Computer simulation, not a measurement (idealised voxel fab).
Process module under the name voxel released beams
It is cross-section cut that appears here, measuring 300 nm in width, its square cells being 5 nm in size.
Cross-section = grid of square cells, listed top down in bands; band = one or more rows.
Band: top and bottom heights (nm) first, top before bottom; then materials from left to right, widths in nm. "all across" marks a sole material filling the band edge to edge. "empty" denotes empty space.
Heights are expressed relative to 0, this being the level below which the as-received wafer comprises one material exclusively. The lowest band is unbounded in the downward direction and is denoted as in "0 -> down".
You'd read "30->40" like this: the band's top row of cells is as wide as the first number, its bottom row is as wide as the second, and going down, every row changes width by the same amount as the row before did.
The cross-section has no changed cell in any step marked "stayed the same".
Empty spaces without an open route to the top, at least 8 cells in extent, make up the entry "Fully sealed voids"; each is given as width x height at distance, where the distance is measured from the left edge, and all are in nm.
Post-settings text on a step line: simulator's own remark regarding the step.
Steps that use a mask can have "overlay nm" on their line. It says how far the mask sat to the right of where it was meant to be. Negative means to the left.

[The process steps that were planned are listed below]
1. RECEIVE | material Si
2. CONFORMAL_DEP | material SiN | thk nm 5
3. DIRECTIONAL_DEP | material SiO2 | thk nm 15
4. DIRECTIONAL_DEP | material aC | thk nm 10
5. PATTERN | tone open | mask id ANCHOR | material resist | width nm 30 | thk nm 30 | overlay nm 0
6. DIRECTIONAL_ETCH | etch materials aC | depth nm 10
7. STRIP | etch materials resist
8. DIRECTIONAL_ETCH | etch materials SiO2 | depth nm 15
9. STRIP | etch materials aC
10. CONFORMAL_DEP | material polySi | thk nm 10
11. PATTERN | tone cover | mask id BEAM | material resist | width nm 105 | thk nm 15 | overlay nm 0
12. DIRECTIONAL_ETCH | etch materials polySi | depth nm 10
13. STRIP | etch materials resist
14. STRIP | etch materials SiO2

[The first of the two wafers, which ran as planned]

[So this is the incoming wafer in cross-section - it's already been through step 1]
0 -> down: Si all across
Fully sealed voids: none

[Step 2 complete: cross-section through the wafer]
5 -> 0: SiN all across
Below 0, no change.

[Step 3 complete: cross-section through the wafer]
20 -> 5: SiO2 all across
Below 5, no change.

[Step 4 complete: cross-section through the wafer]
30 -> 20: aC all across
Below 20, no change.

[Step 5 complete: cross-section through the wafer]
60 -> 30: resist: 100, empty: 30, resist: 170
Below 30, no change.

[Step 6 complete: cross-section through the wafer]
50 -> 30: resist: 100, empty: 30, resist: 170
30 -> 20: aC: 100, empty: 30, aC: 170
Below 20, no change.

[Step 7 complete: cross-section through the wafer]
30 -> 20: aC: 100, empty: 30, aC: 170
Below 20, no change.

[Step 8 complete: cross-section through the wafer]
30 -> 20: aC: 100, empty: 30, aC: 170
20 -> 5: SiO2: 100, empty: 30, SiO2: 170
Below 5, no change.

[Step 9 complete: cross-section through the wafer]
20 -> 5: SiO2: 100, empty: 30, SiO2: 170
Below 5, no change.

[Step 10 complete: cross-section through the wafer]
30 -> 20: polySi: 110, empty: 10, polySi: 180
20 -> 15: SiO2: 100, polySi: 10, empty: 10, polySi: 10, SiO2: 170
15 -> 5: SiO2: 100, polySi: 30, SiO2: 170
Below 5, no change.

[Step 11 complete: cross-section through the wafer]
45 -> 30: empty: 95, resist: 105, empty: 100
30 -> 20: polySi: 110, resist: 10, polySi: 180
20 -> 15: SiO2: 100, polySi: 10, resist: 10, polySi: 10, SiO2: 170
Below 15, no change.

[Step 12 complete: cross-section through the wafer]
45 -> 30: empty: 95, resist: 105, empty: 100
30 -> 20: empty: 95, polySi: 15, resist: 10, polySi: 80, empty: 100
Below 20, no change.

[Step 13 complete: cross-section through the wafer]
30 -> 20: empty: 95, polySi: 15, empty: 10, polySi: 80, empty: 100
20 -> 15: SiO2: 100, polySi: 10, empty: 10, polySi: 10, SiO2: 170
Below 15, no change.

[Step 14 complete: cross-section through the wafer]
30 -> 20: empty: 95, polySi: 15, empty: 10, polySi: 80, empty: 100
20 -> 15: empty: 100, polySi: 10, empty: 10, polySi: 10, empty: 170
15 -> 5: empty: 100, polySi: 30, empty: 170
Below 5, no change.

[The Second Wafer: Common Origin and Plan, One Mistake in Execution, Identical to the First Through Step 1]

Second wafer shown in cross-section at the time step 2 was slated to end: stayed the same

[Second wafer shown in cross-section at the time step 3 was slated to end]
15 -> 0: SiO2 all across
Below 0, no change.

[Second wafer shown in cross-section at the time step 4 was slated to end]
25 -> 15: aC all across
Below 15, no change.

[Second wafer shown in cross-section at the time step 5 was slated to end]
55 -> 25: resist: 100, empty: 30, resist: 170
Below 25, no change.

[Second wafer shown in cross-section at the time step 6 was slated to end]
45 -> 25: resist: 100, empty: 30, resist: 170
25 -> 15: aC: 100, empty: 30, aC: 170
Below 15, no change.

[Second wafer shown in cross-section at the time step 7 was slated to end]
25 -> 15: aC: 100, empty: 30, aC: 170
Below 15, no change.

[Second wafer shown in cross-section at the time step 8 was slated to end]
25 -> 15: aC: 100, empty: 30, aC: 170
15 -> 0: SiO2: 100, empty: 30, SiO2: 170
Below 0, no change.

[Second wafer shown in cross-section at the time step 9 was slated to end]
15 -> 0: SiO2: 100, empty: 30, SiO2: 170
Below 0, no change.

[Second wafer shown in cross-section at the time step 10 was slated to end]
25 -> 15: polySi: 110, empty: 10, polySi: 180
15 -> 10: SiO2: 100, polySi: 10, empty: 10, polySi: 10, SiO2: 170
10 -> 0: SiO2: 100, polySi: 30, SiO2: 170
Below 0, no change.

[Second wafer shown in cross-section at the time step 11 was slated to end]
40 -> 25: empty: 95, resist: 105, empty: 100
25 -> 15: polySi: 110, resist: 10, polySi: 180
15 -> 10: SiO2: 100, polySi: 10, resist: 10, polySi: 10, SiO2: 170
Below 10, no change.

[Second wafer shown in cross-section at the time step 12 was slated to end]
40 -> 25: empty: 95, resist: 105, empty: 100
25 -> 15: empty: 95, polySi: 15, resist: 10, polySi: 80, empty: 100
Below 15, no change.

[Second wafer shown in cross-section at the time step 13 was slated to end]
25 -> 15: empty: 95, polySi: 15, empty: 10, polySi: 80, empty: 100
15 -> 10: SiO2: 100, polySi: 10, empty: 10, polySi: 10, SiO2: 170
Below 10, no change.

[Second wafer shown in cross-section at the time step 14 was slated to end]
25 -> 15: empty: 95, polySi: 15, empty: 10, polySi: 80, empty: 100
15 -> 10: empty: 100, polySi: 10, empty: 10, polySi: 10, empty: 170
10 -> 0: empty: 100, polySi: 30, empty: 170
Below 0, no change.
what went wrong: step 2 in the plan did not get run; it was skipped
It is noted that, at the conclusion of processing, the second wafer exhibits a higher or lower cell count for certain materials relative to the first: SiN: 60 fewer
